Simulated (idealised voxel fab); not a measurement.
The process module presented herein is designated voxel transistor to metal.
Section shown: cut. Width: 190 nm. Cell size: 5 nm, square.
Each cross-section below is a grid of square cells, stated as bands in top-down order, with one or more rows of cells making up each band. Top height, bottom height, nm. Materials left to right, width each, nm. Single material + "full width" = fills band edge to edge. "air" = empty. Heights are expressed relative to 0, this being the level below which the as-received wafer comprises one material exclusively. The lowest band is unbounded in the downward direction and is denoted as in "0 down". Width spec "30->40" -> top row of cells at first value, bottom row at second value, equal per-row change in between. Given "no modification" for a step, no cell of the cross-section differs between before and after that step. Any empty space of 8 cells or more lacking an open way to the top shows up in "Fully closed voids" as width x height at distance, distance from the left edge, in nm. That trailing text on a step's line, after the settings, is the simulator's own remark on the step. overlay nm: where the mask lay relative to plan, measured to the right, on steps with a mask; negatives go left.
[The planned process steps are enumerated hereunder]
- 1: RECEIVE,material Si
- 2: OXIDIZE,depth nm 5
- 3: CONFORMAL_DEP,material SiN,thk nm 15
- 4: PATTERN,tone cover,mask id ACTIVE,material resist,width nm 115,thk nm 15,overlay nm 0
- 5: DIRECTIONAL_ETCH,etch materials SiN,depth nm 15
- 6: DIRECTIONAL_ETCH,etch materials SiO2,depth nm 5
- 7: DIRECTIONAL_ETCH,etch materials Si,depth nm 30
- 8: STRIP,etch materials resist
- 9: FILL_DEP,material SiO2,thk nm 15
- 10: CMP,height nm 15
- 11: SELECTIVE_ETCH,etch materials SiO2,depth nm 15
- 12: STRIP,etch materials SiN
- 13: SELECTIVE_ETCH,etch materials SiO2,depth nm 5
- 14: OXIDIZE,depth nm 5
- 15: DIRECTIONAL_DEP,material polySi,thk nm 25
- 16: DIRECTIONAL_DEP,material SiCN,thk nm 10
- 17: DIRECTIONAL_DEP,material aC,thk nm 10
- 18: PATTERN,tone cover,mask id GATE,material resist,width nm 25,thk nm 30,overlay nm 0
- 19: DIRECTIONAL_ETCH,etch materials aC,depth nm 10
- 20: STRIP,etch materials resist
- 21: DIRECTIONAL_ETCH,etch materials SiCN,depth nm 20
- 22: DIRECTIONAL_ETCH,etch materials polySi,depth nm 35
- 23: STRIP,etch materials aC
- 24: CONFORMAL_DEP,material SiO2,thk nm 5
- 25: DIRECTIONAL_ETCH,etch materials SiO2,depth nm 5
- 26: CONFORMAL_DEP,material SiN,thk nm 5
- 27: DIRECTIONAL_ETCH,etch materials SiN,depth nm 5
- 28: DIRECTIONAL_ETCH,etch materials SiO2,depth nm 5
- 29: DIRECTIONAL_ETCH,etch materials Si,depth nm 10
- 30: EPI,material SiGe,thk nm 10
- 31: FILL_DEP,material SiO2,thk nm 5
- 32: CMP,height nm 30
- 33: DIRECTIONAL_DEP,material SiO2,thk nm 15
- 34: DIRECTIONAL_DEP,material aC,thk nm 15
- 35: PATTERN,tone open,mask id CONTACT,material resist,width nm 30,pitch nm 65,thk nm 30,overlay nm 0
- 36: DIRECTIONAL_ETCH,etch materials aC,depth nm 15
- 37: STRIP,etch materials resist
- 38: DIRECTIONAL_ETCH,etch materials SiO2,depth nm 55
- 39: STRIP,etch materials aC
- 40: CONFORMAL_DEP,material TiN,thk nm 5
- 41: FILL_DEP,material Ru,thk nm 5
- 42: CMP,height nm 45
- 43: DIRECTIONAL_DEP,material TiN,thk nm 5
- 44: DIRECTIONAL_DEP,material Ru,thk nm 25
- 45: PATTERN,tone cover,mask id METAL_1,material resist,width nm 20,pitch nm 75,thk nm 15,overlay nm 0
- 46: DIRECTIONAL_ETCH,etch materials Ru,depth nm 25
- 47: DIRECTIONAL_ETCH,etch materials TiN,depth nm 5
- 48: STRIP,etch materials resist
- 49: FILL_DEP,material lowk,thk nm 10
- 50: CMP,height nm 75
- 51: CONFORMAL_DEP,material SiCN,thk nm 5
- 52: DIRECTIONAL_DEP,material SiO2,thk nm 25
- 53: PATTERN,tone open,mask id METAL_2,material resist,width nm 20,pitch nm 75,thk nm 20,overlay nm 0
- 54: DIRECTIONAL_ETCH,etch materials SiO2,depth nm 15
- 55: STRIP,etch materials resist
- 56: DIRECTIONAL_DEP,material aC,thk nm 15
- 57: PATTERN,tone open,mask id METAL_2_HOLES,material resist,width nm 15,pitch nm 75,thk nm 35,overlay nm 0
- 58: DIRECTIONAL_ETCH,etch materials aC,depth nm 15
- 59: STRIP,etch materials resist
- 60: DIRECTIONAL_ETCH,etch materials SiO2,depth nm 10
- 61: DIRECTIONAL_ETCH,etch materials SiCN,depth nm 5
- 62: STRIP,etch materials aC
- 63: CONFORMAL_DEP,material TiN,thk nm 5
- 64: FILL_DEP,material Cu,thk nm 5
- 65: CMP,height nm 105
- 66: CONFORMAL_DEP,material SiCN,thk nm 5
[as received, after step 1]
	0 down  Si full width
	Fully closed voids: none
[Starting wafer: above. Plan: above. Run: one mistake. Cross-section after the module: below]
	110 to 105  SiCN full width
	105 to 95  45 SiO2; 5 TiN; 10 Cu; 5 TiN; 55 SiO2; 5 TiN; 10 Cu; 5 TiN; 50 SiO2
	95 to 90  45 SiO2; 5 TiN; 5 Cu; 10 TiN; 55 SiO2; 5 TiN; 5 Cu; 10 TiN; 50 SiO2
	90 to 80  45 SiO2; 5 TiN; 5 Cu; 5 TiN; 60 SiO2; 5 TiN; 5 Cu; 5 TiN; 55 SiO2
	80 to 75  45 SiCN; 15 TiN; 60 SiCN; 15 TiN; 55 SiCN
	75 to 50  45 lowk; 20 Ru; 55 lowk; 20 Ru; 50 lowk
	50 to 45  45 lowk; 20 TiN; 55 lowk; 20 TiN; 50 lowk
	45 to 35  50 SiO2; 5 TiN; 15 Ru; 5 TiN; 40 SiO2; 5 TiN; 15 Ru; 5 TiN; 50 SiO2
	35 to 30  50 SiO2; 5 TiN; 10 Ru; 10 TiN; 40 SiO2; 5 TiN; 15 Ru; 5 TiN; 50 SiO2
	30 to 20  50 SiO2; 5 TiN; 10 Ru; 5 TiN; 5 SiN; 5 SiO2; 25 SiCN; 5 SiO2; 5 SiN; 5 TiN; 15 Ru; 5 TiN; 50 SiO2
	20 to 5  50 SiO2; 5 TiN; 10 Ru; 5 TiN; 5 SiN; 5 SiO2; 25 polySi; 5 SiO2; 5 SiN; 5 TiN; 15 Ru; 5 TiN; 50 SiO2
	5 to 0  50 SiO2; 20 TiN; 5 SiN; 5 SiO2; 25 polySi; 5 SiO2; 5 SiN; 15 TiN; 5 Ru; 5 TiN; 50 SiO2
	0 to -5  50 SiO2; 10 TiN; 10 SiGe; 5 SiN; 5 SiO2; 25 polySi; 5 SiO2; 5 SiN; 10 SiGe; 5 TiN; 5 Ru; 5 TiN; 50 SiO2
	-5 to -10  50 SiO2; 10 TiN; 10 SiGe; 45 SiO2; 10 SiGe; 15 TiN; 50 SiO2
	-10 to -20  35 SiO2; 35 SiGe; 45 Si; 35 SiGe; 40 SiO2
	-20 to -35  35 SiO2; 115 Si; 40 SiO2
	-35 down  Si full width
	Fully closed voids: none
What broke from the plan during processing? step 35: run off-plan, actual operation and settings PATTERN,tone open,mask id CONTACT,material resist,width nm 25,pitch nm 65,thk nm 30,overlay nm 0
